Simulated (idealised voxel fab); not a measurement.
You're looking at the process module voxel lift off.
Xsec cut, 270 nm wide, square cell size 5 nm.
Bands, listed from the top down, are how a cross-section gets written in this document; the cross-section itself is a grid of square cells, and a band is one or more rows of them. Band entry format. Leading values: height of top, height of bottom, nm. Remainder: materials in left-to-right order, each with its width in nm. Special words: "edge to edge" on a single material, which then fills the band edge to edge; "blank", empty space. The level at which height equals 0 is the one under which the wafer, as it arrives, is entirely one material. No lower edge exists for the bottom band, which continues downward and is notated as in "0 down". Width: "30..40" (first number = top row, second number = bottom row, same change from row to row of cells). "same as before" (step): cross-section cells unchanged, all of them. In the "Enclosed void list" entry, you get each enclosed empty space of 8 cells or more, one with no open way to the top, written width x height at distance, distance from the left edge, in nm. Note: text after step settings on the step line = simulator remark on that step. The line of a step may include "overlay nm". On a step with a mask, this value is how far to the right of its planned place the mask lay. A negative value means the mask lay to the left.
The process steps that were planned are listed below
step 1: RECEIVE (material Si)
step 2: CONFORMAL_DEP (material SiO2; thk nm 5)
step 3: PATTERN (tone open; mask id LINES; material resist; width nm 25; pitch nm 50; thk nm 30; overlay nm 0)
step 4: DIRECTIONAL_DEP (material Ru; thk nm 15)
step 5: STRIP (etch materials resist)
step 6: CONFORMAL_DEP (material SiO2; thk nm 10)
Cross-section of the wafer at receipt, which is the condition after step 1
  0 down  Si edge to edge
  Enclosed void list: none
The first of the two wafers as seen in cross-section once the module was finished; processing followed the plan
  30 to 20  35 blank  45 SiO2  5 blank  45 SiO2  5 blank  45 SiO2  5 blank  45 SiO2  40 blank
  20 to 15  35 blank  10 SiO2  25 Ru  10 SiO2  5 blank  10 SiO2  25 Ru  10 SiO2  5 blank  10 SiO2  25 Ru  10 SiO2  5 blank  10 SiO2  25 Ru  10 SiO2  40 blank
  15 to 5  45 SiO2  25 Ru  25 SiO2  25 Ru  25 SiO2  25 Ru  25 SiO2  25 Ru  50 SiO2
  5 to 0  SiO2 edge to edge
  0 down  Si edge to edge
  Enclosed void list: none
Second wafer cross-section at end of module - shared start and plan with the first, one mistake in the run
  30 to 20  40 blank  35 SiO2  15 blank  35 SiO2  15 blank  35 SiO2  15 blank  35 SiO2  45 blank
  20 to 15  40 blank  10 SiO2  15 Ru  10 SiO2  15 blank  10 SiO2  15 Ru  10 SiO2  15 blank  10 SiO2  15 Ru  10 SiO2  15 blank  10 SiO2  15 Ru  10 SiO2  45 blank
  15 to 5  50 SiO2  15 Ru  35 SiO2  15 Ru  35 SiO2  15 Ru  35 SiO2  15 Ru  55 SiO2
  5 to 0  SiO2 edge to edge
  0 down  Si edge to edge
  Enclosed void list: none
The mistake made against the process plan was this: step 3 was not run as planned; what actually ran was PATTERN (tone open; mask id LINES; material resist; width nm 15; pitch nm 50; thk nm 30; overlay nm 0)
End of process, cell counts, second wafer against first, materials with more or fewer: Ru -24
